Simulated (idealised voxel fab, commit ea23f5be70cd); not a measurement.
process module | voxel capacitor over wiring
Xsec cut, 230 nm wide, square cell size 5 nm.
Cross-section layout: square cells on a grid; listed as bands, top to bottom; a band spans one or more cell rows. Quick guide to a band line: top height, bottom height (nm) up front; then every material left to right with its width in nm. Only one material and it's marked "throughout"? Then it fills the band edge to edge. And "empty" just means empty space. Height datum 0, below which the as-received substrate wafer is one material. Lowest band open at the bottom, running downward: "0 -> down". The notation "30->40" denotes a width that varies across the rows of cells in the band, beginning at the first number in the top row, finishing at the second number in the bottom row, and changing by an identical amount from each row to the next. It should be understood that the words "nothing altered", when stated for a given step, signify that the cross-section underwent no change in any of its cells during that step. Closed empty spaces (no open way to the top) of 8 cells or more are what "Sealed-off cavities" lists, each as width x height at distance from the left edge, nm for all three. It should be noted that, on the line of a given step, the content following the step's settings is a remark produced by the simulator itself with respect to that step. "overlay nm" denotes, for a step that has a mask, the displacement of the mask to the right of its planned place, with negative values corresponding to the left.

-- Process steps (planned)
1 RECEIVE: material Si
2 CONFORMAL_DEP: material SiO2, thk nm 10
3 CONFORMAL_DEP: material SiCN, thk nm 5
4 DIRECTIONAL_DEP: material SiO2, thk nm 20
5 DIRECTIONAL_DEP: material aC, thk nm 10
6 PATTERN: tone open, mask id METAL_1, material resist, width nm 25, pitch nm 95, thk nm 25, overlay nm 0
7 DIRECTIONAL_ETCH: etch materials aC, depth nm 10
8 STRIP: etch materials resist
9 DIRECTIONAL_ETCH: etch materials SiO2, depth nm 20
10 DIRECTIONAL_ETCH: etch materials SiCN, depth nm 5
11 STRIP: etch materials aC
12 CONFORMAL_DEP: material TiN, thk nm 5
13 FILL_DEP: material Cu, thk nm 10
14 CMP: height nm 35
15 CONFORMAL_DEP: material SiCN, thk nm 5
16 DIRECTIONAL_DEP: material SiO2, thk nm 10
17 PATTERN: tone open, mask id PLUG_1, material resist, width nm 15, thk nm 15, overlay nm 0
18 DIRECTIONAL_ETCH: etch materials SiO2, depth nm 10
19 DIRECTIONAL_ETCH: etch materials SiCN, depth nm 5
20 STRIP: etch materials resist
21 CONFORMAL_DEP: material TiN, thk nm 5
22 FILL_DEP: material Cu, thk nm 10
23 CMP: height nm 50
24 DIRECTIONAL_DEP: material TiN, thk nm 5
25 DIRECTIONAL_DEP: material SiN, thk nm 5
26 DIRECTIONAL_DEP: material TiN, thk nm 5
27 MASKED_ETCH: tone cover, mask id UPPER_PLATE, width nm 75, etch materials TiN, depth nm 5, overlay nm 0
28 MASKED_ETCH: tone cover, mask id UPPER_PLATE, width nm 75, etch materials SiN, depth nm 5, overlay nm 0
29 DIRECTIONAL_DEP: material aC, thk nm 10
30 PATTERN: tone cover, mask id LOWER_PLATE, material resist, width nm 85, thk nm 25, overlay nm 0
31 DIRECTIONAL_ETCH: etch materials aC, depth nm 10
32 STRIP: etch materials resist
33 DIRECTIONAL_ETCH: etch materials TiN, depth nm 5
34 STRIP: etch materials aC
35 FILL_DEP: material SiO2, thk nm 15
36 CMP: height nm 75
37 DIRECTIONAL_DEP: material aC, thk nm 15
38 PATTERN: tone open, mask id PLUG_2, material resist, width nm 15, thk nm 30, overlay nm 0
39 DIRECTIONAL_ETCH: etch materials aC, depth nm 15
40 STRIP: etch materials resist
41 DIRECTIONAL_ETCH: etch materials SiO2, depth nm 10
42 STRIP: etch materials aC
43 CONFORMAL_DEP: material TiN, thk nm 5
44 FILL_DEP: material W, thk nm 10
45 CMP: height nm 75
46 CONFORMAL_DEP: material SiN, thk nm 5

-- Run as planned: first of two wafers

-- Received-state cross-section, reflecting completion of step 1
0 -> down  Si throughout
Sealed-off cavities: none

-- So this is the wafer cross-section right after step 2
10 -> 0  SiO2 throughout
No changes below 0.

-- So this is the wafer cross-section right after step 3
15 -> 10  SiCN throughout
No changes below 10.

-- So this is the wafer cross-section right after step 4
35 -> 15  SiO2 throughout
No changes below 15.

-- So this is the wafer cross-section right after step 5
45 -> 35  aC throughout
No changes below 35.

-- So this is the wafer cross-section right after step 6
70 -> 45  resist 55 nm, empty 25 nm, resist 70 nm, empty 25 nm, resist 55 nm
No changes below 45.

-- So this is the wafer cross-section right after step 7
60 -> 45  resist 55 nm, empty 25 nm, resist 70 nm, empty 25 nm, resist 55 nm
45 -> 35  aC 55 nm, empty 25 nm, aC 70 nm, empty 25 nm, aC 55 nm
No changes below 35.

-- So this is the wafer cross-section right after step 8
45 -> 35  aC 55 nm, empty 25 nm, aC 70 nm, empty 25 nm, aC 55 nm
No changes below 35.

-- So this is the wafer cross-section right after step 9
45 -> 35  aC 55 nm, empty 25 nm, aC 70 nm, empty 25 nm, aC 55 nm
35 -> 15  SiO2 55 nm, empty 25 nm, SiO2 70 nm, empty 25 nm, SiO2 55 nm
No changes below 15.

-- So this is the wafer cross-section right after step 10
45 -> 35  aC 55 nm, empty 25 nm, aC 70 nm, empty 25 nm, aC 55 nm
35 -> 15  SiO2 55 nm, empty 25 nm, SiO2 70 nm, empty 25 nm, SiO2 55 nm
15 -> 10  SiCN 55 nm, empty 25 nm, SiCN 70 nm, empty 25 nm, SiCN 55 nm
No changes below 10.

-- So this is the wafer cross-section right after step 11
35 -> 15  SiO2 55 nm, empty 25 nm, SiO2 70 nm, empty 25 nm, SiO2 55 nm
No changes below 15.

-- So this is the wafer cross-section right after step 12
40 -> 35  TiN 60 nm, empty 15 nm, TiN 80 nm, empty 15 nm, TiN 60 nm
35 -> 15  SiO2 55 nm, TiN 5 nm, empty 15 nm, TiN 5 nm, SiO2 70 nm, TiN 5 nm, empty 15 nm, TiN 5 nm, SiO2 55 nm
15 -> 10  SiCN 55 nm, TiN 25 nm, SiCN 70 nm, TiN 25 nm, SiCN 55 nm
No changes below 10.

-- So this is the wafer cross-section right after step 13
50 -> 40  Cu throughout
40 -> 35  TiN 60 nm, Cu 15 nm, TiN 80 nm, Cu 15 nm, TiN 60 nm
35 -> 15  SiO2 55 nm, TiN 5 nm, Cu 15 nm, TiN 5 nm, SiO2 70 nm, TiN 5 nm, Cu 15 nm, TiN 5 nm, SiO2 55 nm
No changes below 15.

-- So this is the wafer cross-section right after step 14
35 -> 15  SiO2 55 nm, TiN 5 nm, Cu 15 nm, TiN 5 nm, SiO2 70 nm, TiN 5 nm, Cu 15 nm, TiN 5 nm, SiO2 55 nm
No changes below 15.

-- So this is the wafer cross-section right after step 15
40 -> 35  SiCN throughout
No changes below 35.

-- So this is the wafer cross-section right after step 16
50 -> 40  SiO2 throughout
No changes below 40.

-- So this is the wafer cross-section right after step 17
65 -> 50  resist 65 nm, empty 15 nm, resist 150 nm
No changes below 50.

-- So this is the wafer cross-section right after step 18
65 -> 50  resist 65 nm, empty 15 nm, resist 150 nm
50 -> 40  SiO2 65 nm, empty 15 nm, SiO2 150 nm
No changes below 40.

-- So this is the wafer cross-section right after step 19
65 -> 50  resist 65 nm, empty 15 nm, resist 150 nm
50 -> 40  SiO2 65 nm, empty 15 nm, SiO2 150 nm
40 -> 35  SiCN 65 nm, empty 15 nm, SiCN 150 nm
No changes below 35.

-- So this is the wafer cross-section right after step 20
50 -> 40  SiO2 65 nm, empty 15 nm, SiO2 150 nm
No changes below 40.

-- So this is the wafer cross-section right after step 21
55 -> 50  TiN 70 nm, empty 5 nm, TiN 155 nm
50 -> 40  SiO2 65 nm, TiN 5 nm, empty 5 nm, TiN 5 nm, SiO2 150 nm
40 -> 35  SiCN 65 nm, TiN 15 nm, SiCN 150 nm
No changes below 35.

-- So this is the wafer cross-section right after step 22
65 -> 55  Cu throughout
55 -> 50  TiN 70 nm, Cu 5 nm, TiN 155 nm
50 -> 40  SiO2 65 nm, TiN 5 nm, Cu 5 nm, TiN 5 nm, SiO2 150 nm
No changes below 40.

-- So this is the wafer cross-section right after step 23
50 -> 40  SiO2 65 nm, TiN 5 nm, Cu 5 nm, TiN 5 nm, SiO2 150 nm
No changes below 40.

-- So this is the wafer cross-section right after step 24
55 -> 50  TiN throughout
No changes below 50.

-- So this is the wafer cross-section right after step 25
60 -> 55  SiN throughout
No changes below 55.

-- So this is the wafer cross-section right after step 26
65 -> 60  TiN throughout
No changes below 60.

-- So this is the wafer cross-section right after step 27
65 -> 60  empty 65 nm, TiN 75 nm, empty 90 nm
No changes below 60.

-- So this is the wafer cross-section right after step 28
65 -> 60  empty 65 nm, TiN 75 nm, empty 90 nm
60 -> 55  empty 65 nm, SiN 75 nm, empty 90 nm
No changes below 55.

-- So this is the wafer cross-section right after step 29
75 -> 65  empty 65 nm, aC 75 nm, empty 90 nm
65 -> 60  aC 65 nm, TiN 75 nm, aC 90 nm
60 -> 55  aC 65 nm, SiN 75 nm, aC 90 nm
No changes below 55.

-- So this is the wafer cross-section right after step 30
100 -> 75  empty 60 nm, resist 85 nm, empty 85 nm
75 -> 65  empty 60 nm, resist 5 nm, aC 75 nm, resist 5 nm, empty 85 nm
No changes below 65.

-- So this is the wafer cross-section right after step 31
90 -> 75  empty 60 nm, resist 85 nm, empty 85 nm
75 -> 65  empty 60 nm, resist 5 nm, aC 75 nm, resist 5 nm, empty 85 nm
65 -> 60  empty 60 nm, aC 5 nm, TiN 75 nm, aC 5 nm, empty 85 nm
60 -> 55  empty 60 nm, aC 5 nm, SiN 75 nm, aC 5 nm, empty 85 nm
No changes below 55.

-- So this is the wafer cross-section right after step 32
75 -> 65  empty 65 nm, aC 75 nm, empty 90 nm
No changes below 65.

-- So this is the wafer cross-section right after step 33
75 -> 65  empty 65 nm, aC 75 nm, empty 90 nm
65 -> 60  empty 60 nm, aC 5 nm, TiN 75 nm, aC 5 nm, empty 85 nm
60 -> 55  empty 60 nm, aC 5 nm, SiN 75 nm, aC 5 nm, empty 85 nm
55 -> 50  empty 60 nm, TiN 85 nm, empty 85 nm
No changes below 50.

-- So this is the wafer cross-section right after step 34
65 -> 60  empty 65 nm, TiN 75 nm, empty 90 nm
60 -> 55  empty 65 nm, SiN 75 nm, empty 90 nm
No changes below 55.

-- So this is the wafer cross-section right after step 35
80 -> 65  SiO2 throughout
65 -> 60  SiO2 65 nm, TiN 75 nm, SiO2 90 nm
60 -> 55  SiO2 65 nm, SiN 75 nm, SiO2 90 nm
55 -> 50  SiO2 60 nm, TiN 85 nm, SiO2 85 nm
No changes below 50.

-- So this is the wafer cross-section right after step 36
75 -> 65  SiO2 throughout
No changes below 65.

-- So this is the wafer cross-section right after step 37
90 -> 75  aC throughout
No changes below 75.

-- So this is the wafer cross-section right after step 38
120 -> 90  resist 75 nm, empty 15 nm, resist 140 nm
No changes below 90.

-- So this is the wafer cross-section right after step 39
105 -> 90  resist 75 nm, empty 15 nm, resist 140 nm
90 -> 75  aC 75 nm, empty 15 nm, aC 140 nm
No changes below 75.

-- So this is the wafer cross-section right after step 40
90 -> 75  aC 75 nm, empty 15 nm, aC 140 nm
No changes below 75.

-- So this is the wafer cross-section right after step 41
90 -> 75  aC 75 nm, empty 15 nm, aC 140 nm
75 -> 65  SiO2 75 nm, empty 15 nm, SiO2 140 nm
No changes below 65.

-- So this is the wafer cross-section right after step 42
75 -> 65  SiO2 75 nm, empty 15 nm, SiO2 140 nm
No changes below 65.

-- So this is the wafer cross-section right after step 43
80 -> 75  TiN 80 nm, empty 5 nm, TiN 145 nm
75 -> 70  SiO2 75 nm, TiN 5 nm, empty 5 nm, TiN 5 nm, SiO2 140 nm
70 -> 60  SiO2 75->65 nm, TiN 15->75 nm, SiO2 140->90 nm
No changes below 60.

-- So this is the wafer cross-section right after step 44
90 -> 80  W throughout
80 -> 75  TiN 80 nm, W 5 nm, TiN 145 nm
75 -> 70  SiO2 75 nm, TiN 5 nm, W 5 nm, TiN 5 nm, SiO2 140 nm
No changes below 70.

-- So this is the wafer cross-section right after step 45
75 -> 70  SiO2 75 nm, TiN 5 nm, W 5 nm, TiN 5 nm, SiO2 140 nm
No changes below 70.

-- So this is the wafer cross-section right after step 46
80 -> 75  SiN throughout
No changes below 75.

-- It is to be noted that the second wafer proceeded from the same initial state and according to the same plan as the first, although one mistake was committed in its execution; through step 13, inclusive, the two wafers share an identical history

-- The second wafer in cross-section, at the planned close of step 14
30 -> 15  SiO2 55 nm, TiN 5 nm, Cu 15 nm, TiN 5 nm, SiO2 70 nm, TiN 5 nm, Cu 15 nm, TiN 5 nm, SiO2 55 nm
No changes below 15.

-- The second wafer in cross-section, at the planned close of step 15
35 -> 30  SiCN throughout
No changes below 30.

-- The second wafer in cross-section, at the planned close of step 16
45 -> 35  SiO2 throughout
No changes below 35.

-- The second wafer in cross-section, at the planned close of step 17
60 -> 45  resist 65 nm, empty 15 nm, resist 150 nm
No changes below 45.

-- The second wafer in cross-section, at the planned close of step 18
60 -> 45  resist 65 nm, empty 15 nm, resist 150 nm
45 -> 35  SiO2 65 nm, empty 15 nm, SiO2 150 nm
No changes below 35.

-- The second wafer in cross-section, at the planned close of step 19
60 -> 45  resist 65 nm, empty 15 nm, resist 150 nm
45 -> 35  SiO2 65 nm, empty 15 nm, SiO2 150 nm
35 -> 30  SiCN 65 nm, empty 15 nm, SiCN 150 nm
No changes below 30.

-- The second wafer in cross-section, at the planned close of step 20
45 -> 35  SiO2 65 nm, empty 15 nm, SiO2 150 nm
No changes below 35.

-- The second wafer in cross-section, at the planned close of step 21
50 -> 45  TiN 70 nm, empty 5 nm, TiN 155 nm
45 -> 35  SiO2 65 nm, TiN 5 nm, empty 5 nm, TiN 5 nm, SiO2 150 nm
35 -> 30  SiCN 65 nm, TiN 15 nm, SiCN 150 nm
No changes below 30.

-- The second wafer in cross-section, at the planned close of step 22
60 -> 50  Cu throughout
50 -> 45  TiN 70 nm, Cu 5 nm, TiN 155 nm
45 -> 35  SiO2 65 nm, TiN 5 nm, Cu 5 nm, TiN 5 nm, SiO2 150 nm
No changes below 35.

-- The second wafer in cross-section, at the planned close of step 23
50 -> 45  TiN 70 nm, Cu 5 nm, TiN 155 nm
No changes below 45.

-- The second wafer in cross-section, at the planned close of step 24
55 -> 50  TiN throughout
No changes below 50.

-- The second wafer in cross-section, at the planned close of step 25
60 -> 55  SiN throughout
No changes below 55.

-- The second wafer in cross-section, at the planned close of step 26
65 -> 60  TiN throughout
No changes below 60.

-- The second wafer in cross-section, at the planned close of step 27
65 -> 60  empty 65 nm, TiN 75 nm, empty 90 nm
No changes below 60.

-- The second wafer in cross-section, at the planned close of step 28
65 -> 60  empty 65 nm, TiN 75 nm, empty 90 nm
60 -> 55  empty 65 nm, SiN 75 nm, empty 90 nm
No changes below 55.

-- The second wafer in cross-section, at the planned close of step 29
75 -> 65  empty 65 nm, aC 75 nm, empty 90 nm
65 -> 60  aC 65 nm, TiN 75 nm, aC 90 nm
60 -> 55  aC 65 nm, SiN 75 nm, aC 90 nm
No changes below 55.

-- The second wafer in cross-section, at the planned close of step 30
100 -> 75  empty 60 nm, resist 85 nm, empty 85 nm
75 -> 65  empty 60 nm, resist 5 nm, aC 75 nm, resist 5 nm, empty 85 nm
No changes below 65.

-- The second wafer in cross-section, at the planned close of step 31
90 -> 75  empty 60 nm, resist 85 nm, empty 85 nm
75 -> 65  empty 60 nm, resist 5 nm, aC 75 nm, resist 5 nm, empty 85 nm
65 -> 60  empty 60 nm, aC 5 nm, TiN 75 nm, aC 5 nm, empty 85 nm
60 -> 55  empty 60 nm, aC 5 nm, SiN 75 nm, aC 5 nm, empty 85 nm
No changes below 55.

-- The second wafer in cross-section, at the planned close of step 32
75 -> 65  empty 65 nm, aC 75 nm, empty 90 nm
No changes below 65.

-- The second wafer in cross-section, at the planned close of step 33
75 -> 65  empty 65 nm, aC 75 nm, empty 90 nm
65 -> 60  empty 60 nm, aC 5 nm, TiN 75 nm, aC 5 nm, empty 85 nm
60 -> 55  empty 60 nm, aC 5 nm, SiN 75 nm, aC 5 nm, empty 85 nm
55 -> 50  empty 60 nm, TiN 85 nm, empty 85 nm
No changes below 50.

-- The second wafer in cross-section, at the planned close of step 34
65 -> 60  empty 65 nm, TiN 75 nm, empty 90 nm
60 -> 55  empty 65 nm, SiN 75 nm, empty 90 nm
No changes below 55.

-- The second wafer in cross-section, at the planned close of step 35
80 -> 65  SiO2 throughout
65 -> 60  SiO2 65 nm, TiN 75 nm, SiO2 90 nm
60 -> 55  SiO2 65 nm, SiN 75 nm, SiO2 90 nm
55 -> 50  SiO2 60 nm, TiN 85 nm, SiO2 85 nm
No changes below 50.

-- The second wafer in cross-section, at the planned close of step 36
75 -> 65  SiO2 throughout
No changes below 65.

-- The second wafer in cross-section, at the planned close of step 37
90 -> 75  aC throughout
No changes below 75.

-- The second wafer in cross-section, at the planned close of step 38
120 -> 90  resist 75 nm, empty 15 nm, resist 140 nm
No changes below 90.

-- The second wafer in cross-section, at the planned close of step 39
105 -> 90  resist 75 nm, empty 15 nm, resist 140 nm
90 -> 75  aC 75 nm, empty 15 nm, aC 140 nm
No changes below 75.

-- The second wafer in cross-section, at the planned close of step 40
90 -> 75  aC 75 nm, empty 15 nm, aC 140 nm
No changes below 75.

-- The second wafer in cross-section, at the planned close of step 41
90 -> 75  aC 75 nm, empty 15 nm, aC 140 nm
75 -> 65  SiO2 75 nm, empty 15 nm, SiO2 140 nm
No changes below 65.

-- The second wafer in cross-section, at the planned close of step 42
75 -> 65  SiO2 75 nm, empty 15 nm, SiO2 140 nm
No changes below 65.

-- The second wafer in cross-section, at the planned close of step 43
80 -> 75  TiN 80 nm, empty 5 nm, TiN 145 nm
75 -> 70  SiO2 75 nm, TiN 5 nm, empty 5 nm, TiN 5 nm, SiO2 140 nm
70 -> 60  SiO2 75->65 nm, TiN 15->75 nm, SiO2 140->90 nm
No changes below 60.

-- The second wafer in cross-section, at the planned close of step 44
90 -> 80  W throughout
80 -> 75  TiN 80 nm, W 5 nm, TiN 145 nm
75 -> 70  SiO2 75 nm, TiN 5 nm, W 5 nm, TiN 5 nm, SiO2 140 nm
No changes below 70.

-- The second wafer in cross-section, at the planned close of step 45
75 -> 70  SiO2 75 nm, TiN 5 nm, W 5 nm, TiN 5 nm, SiO2 140 nm
No changes below 70.

-- The second wafer in cross-section, at the planned close of step 46
80 -> 75  SiN throughout
No changes below 75.
Diagnosis: rather than as planned, step 14 actually ran as CMP: height nm 30
Count the cells at the end and the second wafer has more or fewer of some materials than the first: Cu -5, SiO2 -36, TiN +41
